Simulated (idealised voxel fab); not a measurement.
The name of this process module is voxel transistor to metal.
Cross-section cut: width 150 nm, square cells of 5 nm.
Cross-section = grid of square cells, listed top down in bands; band = one or more rows. Per band: top height and bottom height in nm, followed by the left-to-right materials and their widths in nm; "everywhere" marks a single material spanning edge to edge, "empty" marks empty space. Where do heights start? At 0: under that level the wafer as delivered is made of one material only. And the lowest band has no floor; it just carries on downward, as in "from 0 down". The two numbers in a width such as "30 to 40" mark its ends across the band: the first belongs to the top row of cells, the second to the bottom row, and from each row to the next the width moves by the same amount. "nothing got changed" (step): cross-section cells unchanged, all of them. "Closed void register" lists enclosed empty spaces (at least 8 cells, no open path upward to the top), each as width x height at distance from the left edge, in nm. It should be noted that, on the line of a given step, the content following the step's settings is a remark produced by the simulator itself with respect to that step. Steps that use a mask can have "overlay nm" on their line. It says how far the mask sat to the right of where it was meant to be. Negative means to the left.

Intended process steps
1) RECEIVE: material Si
2) CONFORMAL_DEP: material SiO2, thk nm 5
3) CONFORMAL_DEP: material SiN, thk nm 15
4) MASKED_ETCH: tone cover, mask id ACTIVE, width nm 105, etch materials SiN, depth nm 15, overlay nm 0
5) MASKED_ETCH: tone cover, mask id ACTIVE, width nm 105, etch materials SiO2, depth nm 5, overlay nm 0
6) MASKED_ETCH: tone cover, mask id ACTIVE, width nm 105, etch materials Si, depth nm 30, overlay nm 0
7) FILL_DEP: material SiO2, thk nm 10
8) CMP: height nm 20
9) SELECTIVE_ETCH: etch materials SiO2, depth nm 10
10) STRIP: etch materials SiN
11) SELECTIVE_ETCH: etch materials SiO2, depth nm 5
12) OXIDIZE: depth nm 5
13) DIRECTIONAL_DEP: material polySi, thk nm 20
14) DIRECTIONAL_DEP: material SiCN, thk nm 10
15) MASKED_ETCH: tone cover, mask id GATE, width nm 25, etch materials SiCN, depth nm 20, overlay nm 0
16) MASKED_ETCH: tone cover, mask id GATE, width nm 25, etch materials polySi, depth nm 30, overlay nm 0
17) CONFORMAL_DEP: material SiN, thk nm 5
18) DIRECTIONAL_ETCH: etch materials SiN, depth nm 5
19) DIRECTIONAL_ETCH: etch materials SiO2, depth nm 5
20) EPI: material nSi, thk nm 5
21) FILL_DEP: material SiO2, thk nm 10
22) CMP: height nm 30
23) DIRECTIONAL_DEP: material SiO2, thk nm 10
24) MASKED_ETCH: tone open, mask id CONTACT, width nm 15, pitch nm 80, etch materials SiO2, depth nm 40, overlay nm 0
25) CONFORMAL_DEP: material TiN, thk nm 5
26) FILL_DEP: material W, thk nm 10
27) CMP: height nm 40
28) CONFORMAL_DEP: material SiCN, thk nm 5
29) DIRECTIONAL_DEP: material SiO2, thk nm 15
30) MASKED_ETCH: tone open, mask id METAL_1, width nm 15, pitch nm 80, etch materials SiO2, depth nm 15, overlay nm 0
31) MASKED_ETCH: tone open, mask id METAL_1, width nm 15, pitch nm 80, etch materials SiCN, depth nm 5, overlay nm 0
32) CONFORMAL_DEP: material TiN, thk nm 5
33) FILL_DEP: material Cu, thk nm 10
34) CMP: height nm 60
35) CONFORMAL_DEP: material SiCN, thk nm 5
36) DIRECTIONAL_DEP: material SiO2, thk nm 25
37) MASKED_ETCH: tone open, mask id METAL_2, width nm 15, pitch nm 80, etch materials SiO2, depth nm 15, overlay nm 0
38) MASKED_ETCH: tone open, mask id METAL_2_HOLES, width nm 15, pitch nm 80, etch materials SiO2, depth nm 10, overlay nm 0
39) MASKED_ETCH: tone open, mask id METAL_2_HOLES, width nm 15, pitch nm 80, etch materials SiCN, depth nm 5, overlay nm 0
40) CONFORMAL_DEP: material TiN, thk nm 5
41) FILL_DEP: material Ru, thk nm 10
42) CMP: height nm 90
43) CONFORMAL_DEP: material SiN, thk nm 5

Cross-section of the wafer upon arrival, representing the state reached after step 1
- from 0 down | Si everywhere
- Closed void register: none

Cross-section, end of module. Start: as above. Plan: as above. Execution: one mistake
- from 95 to 90 | SiN everywhere
- from 90 to 85 | SiCN 25; TiN 15; SiCN 65; TiN 15; SiCN 30
- from 85 to 60 | SiO2 everywhere
- from 60 to 45 | SiO2 25; TiN 5; Cu 5; TiN 5; SiO2 65; TiN 5; Cu 5; TiN 5; SiO2 30
- from 45 to 40 | SiCN 25; TiN 15; SiCN 65; TiN 15; SiCN 30
- from 40 to 30 | SiO2 25; TiN 5; W 5; TiN 5; SiO2 65; TiN 5; W 5; TiN 5; SiO2 30
- from 30 to 20 | SiO2 25; TiN 5; W 5; TiN 5; SiO2 15; SiN 5; SiCN 25; SiN 5; SiO2 15; TiN 5; W 5; TiN 5; SiO2 30
- from 20 to 5 | SiO2 25; TiN 5; W 5; TiN 5; SiO2 15; SiN 5; polySi 25; SiN 5; SiO2 15; TiN 5; W 5; TiN 5; SiO2 30
- from 5 to 0 | SiO2 15; SiN 5; SiO2 5; TiN 15; SiO2 15; SiN 5; polySi 25; SiN 5; SiO2 15; TiN 15; SiO2 5; SiN 5; SiO2 20
- from 0 to -5 | SiO2 20; nSi 35; SiO2 35; nSi 35; SiO2 25
- from -5 to -30 | SiO2 20; Si 105; SiO2 25
- from -30 down | Si everywhere
- Closed void register: none
Finding, execution versus plan: step 36 occupied the plan position of step 35, and the converse holds as well
